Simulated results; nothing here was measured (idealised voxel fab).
Process module, titled voxel self aligned vias
The cross-section shown here is cut; it is 235 nm wide and divided into square cells measuring 5 nm on a side.
A cross-section in this document is a grid of square cells, and it is written down as bands, the top band listed before the ones below it; a band is made up of one or more rows of cells. A band entry consists of two parts. The first gives the height of the band's top and the height of its bottom, in nm. The rest lists the band's materials from left to right, each with its width in nm. A single material labelled with the word "throughout" fills the band from edge to edge, and the word "air" marks empty space. Height 0 is the level under which the wafer as received is all one material. The lowest band goes on downwards, as in "0 -> down". A two-number width, for instance "30..40", indicates that the width is equal to the first number in the top row of the band and to the second number in the bottom row, and that it changes by a constant amount per row of cells. You'll sometimes find "nothing altered" written for a step, and that's the way of saying that nowhere in the cross-section did a cell change during that step. In the "Closed cavity list" entry, you get each enclosed empty space of 8 cells or more, one with no open way to the top, written width x height at distance, distance from the left edge, in nm. after a step's settings: what the simulator itself notes on the step. Regarding "overlay nm": on a step with a mask, it is the distance the mask lay to the right of its planned place; a negative value places it to the left.

### Below is the list of planned process steps
1 RECEIVE | material Si
2 CONFORMAL_DEP | material SiO2 | thk nm 15
3 CONFORMAL_DEP | material SiCN | thk nm 5
4 DIRECTIONAL_DEP | material SiO2 | thk nm 30
5 MASKED_ETCH | tone open | mask id LINES | width nm 30 | pitch nm 65 | etch materials SiO2 | depth nm 30 | overlay nm 0
6 CONFORMAL_DEP | material TiN | thk nm 5
7 FILL_DEP | material Ru | thk nm 10
8 CMP | height nm 50
9 SELECTIVE_ETCH | etch materials W Ru TiN | depth nm 5
10 FILL_DEP | material SiN | thk nm 5
11 CMP | height nm 50
12 DIRECTIONAL_DEP | material SiO2 | thk nm 20
13 DIRECTIONAL_DEP | material aC | thk nm 10
14 PATTERN | tone open | mask id VIAS | material resist | width nm 40 | pitch nm 65 | thk nm 25 | overlay nm 0
15 DIRECTIONAL_ETCH | etch materials aC | depth nm 10
16 STRIP | etch materials resist
17 DIRECTIONAL_ETCH | etch materials SiO2 | depth nm 20
18 DIRECTIONAL_ETCH | etch materials SiN | depth nm 5
19 STRIP | etch materials aC
20 CONFORMAL_DEP | material TiN | thk nm 5
21 FILL_DEP | material W | thk nm 5
22 CMP | height nm 70
23 CONFORMAL_DEP | material SiN | thk nm 5

### First of two wafers: run as planned

### Cross-section of the wafer as it came to us, i.e., already through step 1
    0 -> down: Si throughout
    Closed cavity list: none

### Wafer section view after processing step 2
    15 -> 0: SiO2 throughout
    For the remainder of the cross-section, below 0, there is no change.

### Wafer section view after processing step 3
    20 -> 15: SiCN throughout
    For the remainder of the cross-section, below 15, there is no change.

### Wafer section view after processing step 4
    50 -> 20: SiO2 throughout
    For the remainder of the cross-section, below 20, there is no change.

### Wafer section view after processing step 5
    50 -> 20: SiO2 (70); air (30); SiO2 (35); air (30); SiO2 (70)
    For the remainder of the cross-section, below 20, there is no change.

### Wafer section view after processing step 6
    55 -> 50: TiN (75); air (20); TiN (45); air (20); TiN (75)
    50 -> 25: SiO2 (70); TiN (5); air (20); TiN (5); SiO2 (35); TiN (5); air (20); TiN (5); SiO2 (70)
    25 -> 20: SiO2 (70); TiN (30); SiO2 (35); TiN (30); SiO2 (70)
    For the remainder of the cross-section, below 20, there is no change.

### Wafer section view after processing step 7
    65 -> 55: Ru throughout
    55 -> 50: TiN (75); Ru (20); TiN (45); Ru (20); TiN (75)
    50 -> 25: SiO2 (70); TiN (5); Ru (20); TiN (5); SiO2 (35); TiN (5); Ru (20); TiN (5); SiO2 (70)
    For the remainder of the cross-section, below 25, there is no change.

### Wafer section view after processing step 8
    50 -> 25: SiO2 (70); TiN (5); Ru (20); TiN (5); SiO2 (35); TiN (5); Ru (20); TiN (5); SiO2 (70)
    For the remainder of the cross-section, below 25, there is no change.

### Wafer section view after processing step 9
    50 -> 45: SiO2 (70); air (30); SiO2 (35); air (30); SiO2 (70)
    For the remainder of the cross-section, below 45, there is no change.

### Wafer section view after processing step 10
    55 -> 50: SiN throughout
    50 -> 45: SiO2 (70); SiN (30); SiO2 (35); SiN (30); SiO2 (70)
    For the remainder of the cross-section, below 45, there is no change.

### Wafer section view after processing step 11
    50 -> 45: SiO2 (70); SiN (30); SiO2 (35); SiN (30); SiO2 (70)
    For the remainder of the cross-section, below 45, there is no change.

### Wafer section view after processing step 12
    70 -> 50: SiO2 throughout
    For the remainder of the cross-section, below 50, there is no change.

### Wafer section view after processing step 13
    80 -> 70: aC throughout
    For the remainder of the cross-section, below 70, there is no change.

### Wafer section view after processing step 14
    105 -> 80: resist (65); air (40); resist (25); air (40); resist (65)
    For the remainder of the cross-section, below 80, there is no change.

### Wafer section view after processing step 15
    95 -> 80: resist (65); air (40); resist (25); air (40); resist (65)
    80 -> 70: aC (65); air (40); aC (25); air (40); aC (65)
    For the remainder of the cross-section, below 70, there is no change.

### Wafer section view after processing step 16
    80 -> 70: aC (65); air (40); aC (25); air (40); aC (65)
    For the remainder of the cross-section, below 70, there is no change.

### Wafer section view after processing step 17
    80 -> 70: aC (65); air (40); aC (25); air (40); aC (65)
    70 -> 50: SiO2 (65); air (40); SiO2 (25); air (40); SiO2 (65)
    For the remainder of the cross-section, below 50, there is no change.

### Wafer section view after processing step 18
    80 -> 70: aC (65); air (40); aC (25); air (40); aC (65)
    70 -> 50: SiO2 (65); air (40); SiO2 (25); air (40); SiO2 (65)
    50 -> 45: SiO2 (70); air (30); SiO2 (35); air (30); SiO2 (70)
    For the remainder of the cross-section, below 45, there is no change.

### Wafer section view after processing step 19
    70 -> 50: SiO2 (65); air (40); SiO2 (25); air (40); SiO2 (65)
    For the remainder of the cross-section, below 50, there is no change.

### Wafer section view after processing step 20
    75 -> 70: TiN (70); air (30); TiN (35); air (30); TiN (70)
    70 -> 55: SiO2 (65); TiN (5); air (30); TiN (5); SiO2 (25); TiN (5); air (30); TiN (5); SiO2 (65)
    55 -> 50: SiO2 (65); TiN (10); air (20); TiN (10); SiO2 (25); TiN (10); air (20); TiN (10); SiO2 (65)
    50 -> 45: SiO2 (70); TiN (30); SiO2 (35); TiN (30); SiO2 (70)
    For the remainder of the cross-section, below 45, there is no change.

### Wafer section view after processing step 21
    80 -> 75: W throughout
    75 -> 70: TiN (70); W (30); TiN (35); W (30); TiN (70)
    70 -> 55: SiO2 (65); TiN (5); W (30); TiN (5); SiO2 (25); TiN (5); W (30); TiN (5); SiO2 (65)
    55 -> 50: SiO2 (65); TiN (10); W (20); TiN (10); SiO2 (25); TiN (10); W (20); TiN (10); SiO2 (65)
    For the remainder of the cross-section, below 50, there is no change.

### Wafer section view after processing step 22
    70 -> 55: SiO2 (65); TiN (5); W (30); TiN (5); SiO2 (25); TiN (5); W (30); TiN (5); SiO2 (65)
    For the remainder of the cross-section, below 55, there is no change.

### Wafer section view after processing step 23
    75 -> 70: SiN throughout
    For the remainder of the cross-section, below 70, there is no change.

### Second wafer - shared start and plan with the first - one error in running - same as the first up to step 1 inclusive

Second wafer, cut view, end of step 2 per plan: nothing altered

### Second wafer, cut view, end of step 3 per plan
    5 -> 0: SiCN throughout
    For the remainder of the cross-section, below 0, there is no change.

### Second wafer, cut view, end of step 4 per plan
    35 -> 5: SiO2 throughout
    For the remainder of the cross-section, below 5, there is no change.

### Second wafer, cut view, end of step 5 per plan
    35 -> 5: SiO2 (70); air (30); SiO2 (35); air (30); SiO2 (70)
    For the remainder of the cross-section, below 5, there is no change.

### Second wafer, cut view, end of step 6 per plan
    40 -> 35: TiN (75); air (20); TiN (45); air (20); TiN (75)
    35 -> 10: SiO2 (70); TiN (5); air (20); TiN (5); SiO2 (35); TiN (5); air (20); TiN (5); SiO2 (70)
    10 -> 5: SiO2 (70); TiN (30); SiO2 (35); TiN (30); SiO2 (70)
    For the remainder of the cross-section, below 5, there is no change.

### Second wafer, cut view, end of step 7 per plan
    50 -> 40: Ru throughout
    40 -> 35: TiN (75); Ru (20); TiN (45); Ru (20); TiN (75)
    35 -> 10: SiO2 (70); TiN (5); Ru (20); TiN (5); SiO2 (35); TiN (5); Ru (20); TiN (5); SiO2 (70)
    For the remainder of the cross-section, below 10, there is no change.

Second wafer, cut view, end of step 8 per plan: nothing altered

### Second wafer, cut view, end of step 9 per plan
    45 -> 40: Ru throughout
    For the remainder of the cross-section, below 40, there is no change.

### Second wafer, cut view, end of step 10 per plan
    50 -> 45: SiN throughout
    For the remainder of the cross-section, below 45, there is no change.

Second wafer, cut view, end of step 11 per plan: nothing altered

### Second wafer, cut view, end of step 12 per plan
    70 -> 50: SiO2 throughout
    For the remainder of the cross-section, below 50, there is no change.

### Second wafer, cut view, end of step 13 per plan
    80 -> 70: aC throughout
    For the remainder of the cross-section, below 70, there is no change.

### Second wafer, cut view, end of step 14 per plan
    105 -> 80: resist (65); air (40); resist (25); air (40); resist (65)
    For the remainder of the cross-section, below 80, there is no change.

### Second wafer, cut view, end of step 15 per plan
    95 -> 80: resist (65); air (40); resist (25); air (40); resist (65)
    80 -> 70: aC (65); air (40); aC (25); air (40); aC (65)
    For the remainder of the cross-section, below 70, there is no change.

### Second wafer, cut view, end of step 16 per plan
    80 -> 70: aC (65); air (40); aC (25); air (40); aC (65)
    For the remainder of the cross-section, below 70, there is no change.

### Second wafer, cut view, end of step 17 per plan
    80 -> 70: aC (65); air (40); aC (25); air (40); aC (65)
    70 -> 50: SiO2 (65); air (40); SiO2 (25); air (40); SiO2 (65)
    For the remainder of the cross-section, below 50, there is no change.

### Second wafer, cut view, end of step 18 per plan
    80 -> 70: aC (65); air (40); aC (25); air (40); aC (65)
    70 -> 50: SiO2 (65); air (40); SiO2 (25); air (40); SiO2 (65)
    50 -> 45: SiN (65); air (40); SiN (25); air (40); SiN (65)
    For the remainder of the cross-section, below 45, there is no change.

### Second wafer, cut view, end of step 19 per plan
    70 -> 50: SiO2 (65); air (40); SiO2 (25); air (40); SiO2 (65)
    For the remainder of the cross-section, below 50, there is no change.

### Second wafer, cut view, end of step 20 per plan
    75 -> 70: TiN (70); air (30); TiN (35); air (30); TiN (70)
    70 -> 50: SiO2 (65); TiN (5); air (30); TiN (5); SiO2 (25); TiN (5); air (30); TiN (5); SiO2 (65)
    50 -> 45: SiN (65); TiN (40); SiN (25); TiN (40); SiN (65)
    For the remainder of the cross-section, below 45, there is no change.

### Second wafer, cut view, end of step 21 per plan
    80 -> 75: W throughout
    75 -> 70: TiN (70); W (30); TiN (35); W (30); TiN (70)
    70 -> 50: SiO2 (65); TiN (5); W (30); TiN (5); SiO2 (25); TiN (5); W (30); TiN (5); SiO2 (65)
    For the remainder of the cross-section, below 50, there is no change.

### Second wafer, cut view, end of step 22 per plan
    70 -> 50: SiO2 (65); TiN (5); W (30); TiN (5); SiO2 (25); TiN (5); W (30); TiN (5); SiO2 (65)
    For the remainder of the cross-section, below 50, there is no change.

### Second wafer, cut view, end of step 23 per plan
    75 -> 70: SiN throughout
    For the remainder of the cross-section, below 70, there is no change.
The mistake made against the process plan was this: step 2 from the plan never happened, it was just skipped
FYI, end of process, the second wafer has more or fewer cells of some materials than the first: 63 more of Ru; 31 more of SiN; 141 fewer of SiO2; 43 more of TiN; 4 more of W
